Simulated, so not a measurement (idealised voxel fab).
Title: Process Module voxel transistor to metal
cross-section cut | 280 nm wide | cells 5 nm
Bands, listed from the top down, are how a cross-section gets written in this document; the cross-section itself is a grid of square cells, and a band is one or more rows of them. This entry defines a band. It first specifies the height of the band's top and the height of its bottom in nm, and then specifies the band's materials from left to right, stating each material with its width in nm. The word "everywhere" identifies a single material that fills the band from edge to edge, while the word "blank" identifies empty space. Heights from 0 (as-received wafer is one material below). Bottom band endless downward, as "0 down". The width entry "30..40" should be interpreted row by row: the top row of cells in the band takes the first number, the bottom row takes the second number, and the change between adjacent rows is uniform throughout. "nothing was modified" means the step left every cell of the cross-section as it was. "Enclosed internal voids" enumerates empty spaces isolated from the top, with no open way to it, that contain at least 8 cells, giving each as width x height at distance from the left edge, all three in nm. Text after the settings on a step's line: the simulator's own remark on that step. What "overlay nm" on a step's line means: if the step has a mask, that mask lay this far to the right of its planned place, or, when the value is negative, to the left.

-- Process steps (planned)
- 1: RECEIVE (material Si)
- 2: OXIDIZE (depth nm 5)
- 3: CONFORMAL_DEP (material SiN; thk nm 10)
- 4: MASKED_ETCH (tone cover; mask id ACTIVE; width nm 110; pitch nm 140; etch materials SiN; depth nm 10; overlay nm 0)
- 5: MASKED_ETCH (tone cover; mask id ACTIVE; width nm 110; pitch nm 140; etch materials SiO2; depth nm 5; overlay nm 0)
- 6: MASKED_ETCH (tone cover; mask id ACTIVE; width nm 110; pitch nm 140; etch materials Si; depth nm 25; overlay nm 0)
- 7: FILL_DEP (material SiO2; thk nm 15)
- 8: CMP (height nm 10)
- 9: SELECTIVE_ETCH (etch materials SiO2; depth nm 5)
- 10: STRIP (etch materials SiN)
- 11: SELECTIVE_ETCH (etch materials SiO2; depth nm 5)
- 12: OXIDIZE (depth nm 5)
- 13: DIRECTIONAL_DEP (material polySi; thk nm 20)
- 14: DIRECTIONAL_DEP (material SiCN; thk nm 15)
- 15: DIRECTIONAL_DEP (material aC; thk nm 10)
- 16: PATTERN (tone cover; mask id GATE; material resist; width nm 30; pitch nm 140; thk nm 30; overlay nm 0)
- 17: DIRECTIONAL_ETCH (etch materials aC; depth nm 10)
- 18: STRIP (etch materials resist)
- 19: DIRECTIONAL_ETCH (etch materials SiCN; depth nm 25)
- 20: DIRECTIONAL_ETCH (etch materials polySi; depth nm 30)
- 21: STRIP (etch materials aC)
- 22: CONFORMAL_DEP (material SiN; thk nm 10)
- 23: DIRECTIONAL_ETCH (etch materials SiN; depth nm 10)
- 24: DIRECTIONAL_ETCH (etch materials SiO2; depth nm 5)
- 25: DIRECTIONAL_ETCH (etch materials Si; depth nm 5)
- 26: EPI (material pSi; thk nm 5)
- 27: FILL_DEP (material SiO2; thk nm 5)
- 28: CMP (height nm 15)
- 29: STRIP (etch materials polySi)
- 30: SELECTIVE_ETCH (etch materials SiO2; depth nm 5)
- 31: CONFORMAL_DEP (material HfO2; thk nm 5)
- 32: CONFORMAL_DEP (material TiN; thk nm 5)
- 33: FILL_DEP (material W; thk nm 5)
- 34: CMP (height nm 10)
- 35: DIRECTIONAL_DEP (material SiO2; thk nm 15)
- 36: DIRECTIONAL_DEP (material aC; thk nm 10)
- 37: PATTERN (tone open; mask id CONTACT; material resist; width nm 20; thk nm 25; overlay nm 0)
- 38: DIRECTIONAL_ETCH (etch materials aC; depth nm 10)
- 39: STRIP (etch materials resist)
- 40: DIRECTIONAL_ETCH (etch materials SiO2; depth nm 35)
- 41: STRIP (etch materials aC)
- 42: CONFORMAL_DEP (material TiN; thk nm 5)
- 43: FILL_DEP (material W; thk nm 10)
- 44: CMP (height nm 25)
- 45: CONFORMAL_DEP (material SiN; thk nm 5)
- 46: DIRECTIONAL_DEP (material SiO2; thk nm 20)
- 47: DIRECTIONAL_DEP (material aC; thk nm 15)
- 48: PATTERN (tone open; mask id METAL_1; material resist; width nm 20; thk nm 35; overlay nm 0)
- 49: DIRECTIONAL_ETCH (etch materials aC; depth nm 15)
- 50: STRIP (etch materials resist)
- 51: DIRECTIONAL_ETCH (etch materials SiO2; depth nm 20)
- 52: DIRECTIONAL_ETCH (etch materials SiN; depth nm 5)
- 53: STRIP (etch materials aC)
- 54: CONFORMAL_DEP (material TiN; thk nm 5)
- 55: FILL_DEP (material Cu; thk nm 5)
- 56: CMP (height nm 50)
- 57: EPI (material Ru; thk nm 5)
- 58: FILL_DEP (material SiCN; thk nm 5)
- 59: DIRECTIONAL_DEP (material lowk; thk nm 30)
- 60: MASKED_ETCH (tone open; mask id METAL_2_HOLES; width nm 15; pitch nm 140; etch materials lowk; depth nm 30; overlay nm 0)
- 61: PATTERN (tone open; mask id METAL_2; material resist; width nm 20; pitch nm 140; thk nm 15; overlay nm 0)
- 62: DIRECTIONAL_ETCH (etch materials lowk; depth nm 15)
- 63: DIRECTIONAL_ETCH (etch materials SiCN; depth nm 5)
- 64: STRIP (etch materials resist)
- 65: CONFORMAL_DEP (material TiN; thk nm 5)
- 66: FILL_DEP (material Cu; thk nm 5)
- 67: CMP (height nm 90)
- 68: CONFORMAL_DEP (material SiCN; thk nm 5)

-- Cross-section of the wafer as it came to us, i.e., already through step 1
0 down  Si everywhere
Enclosed internal voids: none

-- Here's the cross-section of the first of our two wafers at the end of the module - it ran as planned
95 to 90  SiCN everywhere
90 to 80  20 nm lowk | 5 nm TiN | 10 nm Cu | 5 nm TiN | 120 nm lowk | 5 nm TiN | 10 nm Cu | 5 nm TiN | 100 nm lowk
80 to 75  20 nm lowk | 5 nm TiN | 5 nm Cu | 10 nm TiN | 120 nm lowk | 5 nm TiN | 5 nm Cu | 10 nm TiN | 100 nm lowk
75 to 60  20 nm lowk | 5 nm TiN | 5 nm Cu | 5 nm TiN | 125 nm lowk | 5 nm TiN | 5 nm Cu | 5 nm TiN | 105 nm lowk
60 to 55  20 nm SiCN | 15 nm TiN | 125 nm SiCN | 15 nm TiN | 105 nm SiCN
55 to 50  15 nm SiCN | 30 nm Ru | 50 nm SiCN | 30 nm Ru | 30 nm SiCN | 30 nm Ru | 50 nm SiCN | 30 nm Ru | 15 nm SiCN
50 to 30  20 nm SiO2 | 5 nm TiN | 10 nm Cu | 5 nm TiN | 60 nm SiO2 | 5 nm TiN | 10 nm Cu | 5 nm TiN | 40 nm SiO2 | 5 nm TiN | 10 nm Cu | 5 nm TiN | 60 nm SiO2 | 5 nm TiN | 10 nm Cu | 5 nm TiN | 20 nm SiO2
30 to 25  20 nm SiN | 20 nm TiN | 60 nm SiN | 20 nm TiN | 40 nm SiN | 20 nm TiN | 60 nm SiN | 20 nm TiN | 20 nm SiN
25 to 10  20 nm SiO2 | 5 nm TiN | 10 nm W | 5 nm TiN | 60 nm SiO2 | 5 nm TiN | 10 nm W | 5 nm TiN | 40 nm SiO2 | 5 nm TiN | 10 nm W | 5 nm TiN | 60 nm SiO2 | 5 nm TiN | 10 nm W | 5 nm TiN | 20 nm SiO2
10 to 0  20 nm SiO2 | 5 nm TiN | 10 nm W | 5 nm TiN | 5 nm SiO2 | 10 nm SiN | 5 nm HfO2 | 5 nm TiN | 10 nm W | 5 nm TiN | 5 nm HfO2 | 10 nm SiN | 5 nm SiO2 | 5 nm TiN | 10 nm W | 5 nm TiN | 40 nm SiO2 | 5 nm TiN | 10 nm W | 5 nm TiN | 5 nm SiO2 | 10 nm SiN | 5 nm HfO2 | 5 nm TiN | 10 nm W | 5 nm TiN | 5 nm HfO2 | 10 nm SiN | 5 nm SiO2 | 5 nm TiN | 10 nm W | 5 nm TiN | 20 nm SiO2
0 to -5  10 nm SiO2 | 10 nm SiN | 10 nm TiN | 5 nm W | 5 nm TiN | 5 nm SiO2 | 10 nm SiN | 5 nm HfO2 | 20 nm TiN | 5 nm HfO2 | 10 nm SiN | 5 nm SiO2 | 5 nm TiN | 5 nm W | 10 nm TiN | 10 nm SiN | 20 nm SiO2 | 10 nm SiN | 10 nm TiN | 5 nm W | 5 nm TiN | 5 nm SiO2 | 10 nm SiN | 5 nm HfO2 | 20 nm TiN | 5 nm HfO2 | 10 nm SiN | 5 nm SiO2 | 5 nm TiN | 5 nm W | 10 nm TiN | 10 nm SiN | 10 nm SiO2
-5 to -10  20 nm SiO2 | 5 nm pSi | 15 nm TiN | 5 nm pSi | 5 nm SiO2 | 40 nm HfO2 | 5 nm SiO2 | 5 nm pSi | 15 nm TiN | 5 nm pSi | 40 nm SiO2 | 5 nm pSi | 15 nm TiN | 5 nm pSi | 5 nm SiO2 | 40 nm HfO2 | 5 nm SiO2 | 5 nm pSi | 15 nm TiN | 5 nm pSi | 20 nm SiO2
-10 to -15  15 nm SiO2 | 5 nm Si | 25 nm pSi | 50 nm Si | 25 nm pSi | 5 nm Si | 30 nm SiO2 | 5 nm Si | 25 nm pSi | 50 nm Si | 25 nm pSi | 5 nm Si | 15 nm SiO2
-15 to -30  15 nm SiO2 | 110 nm Si | 30 nm SiO2 | 110 nm Si | 15 nm SiO2
-30 down  Si everywhere
Enclosed internal voids: none

-- Second of two wafers, module complete, sectioned: it shares the first wafer's start and plan but was run with one mistake
85 to 80  SiCN everywhere
80 to 75  20 nm lowk | 5 nm TiN | 5 nm Cu | 10 nm TiN | 120 nm lowk | 5 nm TiN | 5 nm Cu | 10 nm TiN | 100 nm lowk
75 to 60  20 nm lowk | 5 nm TiN | 5 nm Cu | 5 nm TiN | 125 nm lowk | 5 nm TiN | 5 nm Cu | 5 nm TiN | 105 nm lowk
60 to 55  20 nm SiCN | 15 nm TiN | 125 nm SiCN | 15 nm TiN | 105 nm SiCN
55 to 50  15 nm SiCN | 30 nm Ru | 50 nm SiCN | 30 nm Ru | 30 nm SiCN | 30 nm Ru | 50 nm SiCN | 30 nm Ru | 15 nm SiCN
50 to 30  20 nm SiO2 | 5 nm TiN | 10 nm Cu | 5 nm TiN | 60 nm SiO2 | 5 nm TiN | 10 nm Cu | 5 nm TiN | 40 nm SiO2 | 5 nm TiN | 10 nm Cu | 5 nm TiN | 60 nm SiO2 | 5 nm TiN | 10 nm Cu | 5 nm TiN | 20 nm SiO2
30 to 25  20 nm SiN | 20 nm TiN | 60 nm SiN | 20 nm TiN | 40 nm SiN | 20 nm TiN | 60 nm SiN | 20 nm TiN | 20 nm SiN
25 to 10  20 nm SiO2 | 5 nm TiN | 10 nm W | 5 nm TiN | 60 nm SiO2 | 5 nm TiN | 10 nm W | 5 nm TiN | 40 nm SiO2 | 5 nm TiN | 10 nm W | 5 nm TiN | 60 nm SiO2 | 5 nm TiN | 10 nm W | 5 nm TiN | 20 nm SiO2
10 to 0  20 nm SiO2 | 5 nm TiN | 10 nm W | 5 nm TiN | 5 nm SiO2 | 10 nm SiN | 5 nm HfO2 | 5 nm TiN | 10 nm W | 5 nm TiN | 5 nm HfO2 | 10 nm SiN | 5 nm SiO2 | 5 nm TiN | 10 nm W | 5 nm TiN | 40 nm SiO2 | 5 nm TiN | 10 nm W | 5 nm TiN | 5 nm SiO2 | 10 nm SiN | 5 nm HfO2 | 5 nm TiN | 10 nm W | 5 nm TiN | 5 nm HfO2 | 10 nm SiN | 5 nm SiO2 | 5 nm TiN | 10 nm W | 5 nm TiN | 20 nm SiO2
0 to -5  10 nm SiO2 | 10 nm SiN | 10 nm TiN | 5 nm W | 5 nm TiN | 5 nm SiO2 | 10 nm SiN | 5 nm HfO2 | 20 nm TiN | 5 nm HfO2 | 10 nm SiN | 5 nm SiO2 | 5 nm TiN | 5 nm W | 10 nm TiN | 10 nm SiN | 20 nm SiO2 | 10 nm SiN | 10 nm TiN | 5 nm W | 5 nm TiN | 5 nm SiO2 | 10 nm SiN | 5 nm HfO2 | 20 nm TiN | 5 nm HfO2 | 10 nm SiN | 5 nm SiO2 | 5 nm TiN | 5 nm W | 10 nm TiN | 10 nm SiN | 10 nm SiO2
-5 to -10  20 nm SiO2 | 5 nm pSi | 15 nm TiN | 5 nm pSi | 5 nm SiO2 | 40 nm HfO2 | 5 nm SiO2 | 5 nm pSi | 15 nm TiN | 5 nm pSi | 40 nm SiO2 | 5 nm pSi | 15 nm TiN | 5 nm pSi | 5 nm SiO2 | 40 nm HfO2 | 5 nm SiO2 | 5 nm pSi | 15 nm TiN | 5 nm pSi | 20 nm SiO2
-10 to -15  15 nm SiO2 | 5 nm Si | 25 nm pSi | 50 nm Si | 25 nm pSi | 5 nm Si | 30 nm SiO2 | 5 nm Si | 25 nm pSi | 50 nm Si | 25 nm pSi | 5 nm Si | 15 nm SiO2
-15 to -30  15 nm SiO2 | 110 nm Si | 30 nm SiO2 | 110 nm Si | 15 nm SiO2
-30 down  Si everywhere
Enclosed internal voids: none
Error vs. plan: step 67 ran differently from the plan; actual operation with settings: CMP (height nm 80)
Per the end-of-run cell counts, the second wafer holds more or fewer of some materials than the first: Cu -8, TiN -8, lowk -96
